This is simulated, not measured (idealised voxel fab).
The document below concerns the process module designated voxel tone inversion.
Cross-sectional view cut (width: 190 nm; square cell size: 5 nm).
Cross-section, as written here: a square-cell grid given band by band from the top down, where a band holds one or more rows of cells. Band entry format. Leading values: height of top, height of bottom, nm. Remainder: materials in left-to-right order, each with its width in nm. Special words: "everywhere" on a single material, which then fills the band edge to edge; "blank", empty space. Height reference: 0 = level under which incoming wafer is all one material. Lowest band: no bottom, runs on downward, e.g. "z 0 and below". You'd read "30->40" like this: the band's top row of cells is as wide as the first number, its bottom row is as wide as the second, and going down, every row changes width by the same amount as the row before did. "nothing altered" means the step left every cell of the cross-section as it was. If an empty space has no open way to the top and is at least 8 cells in size, "Enclosed void inventory" lists it, written width x height at distance, where distance is measured from the left edge and every value is in nm. Read whatever lies past the settings on a step's line as the simulator's own remark about the step. overlay nm: for a step with a mask, the amount by which the mask lay right of where it was planned; a negative amount means left of it.

Steps planned for the process:
1. RECEIVE: material Si
2. CONFORMAL_DEP: material SiN, thk nm 10
3. DIRECTIONAL_DEP: material polySi, thk nm 15
4. PATTERN: tone cover, mask id POSTS, material resist, width nm 25, pitch nm 45, thk nm 25, overlay nm 0
5. DIRECTIONAL_ETCH: etch materials polySi, depth nm 15
6. STRIP: etch materials resist
7. FILL_DEP: material SiO2, thk nm 5
8. CMP: height nm 25
9. STRIP: etch materials polySi

As received (post step 1): cross-section:
    z 0 and below | Si everywhere
    Enclosed void inventory: none

Post-module cross-section: identical start and plan to those above, one misstep in execution:
    z 25 to 10 | SiO2 20; blank 20; SiO2 25; blank 20; SiO2 25; blank 20; SiO2 25; blank 20; SiO2 15
    z 10 to 0 | SiN everywhere
    z 0 and below | Si everywhere
    Enclosed void inventory: none
Want to know what went wrong? step 4 changed vs plan, executed as PATTERN: tone cover, mask id POSTS, material resist, width nm 20, pitch nm 45, thk nm 25, overlay nm 0
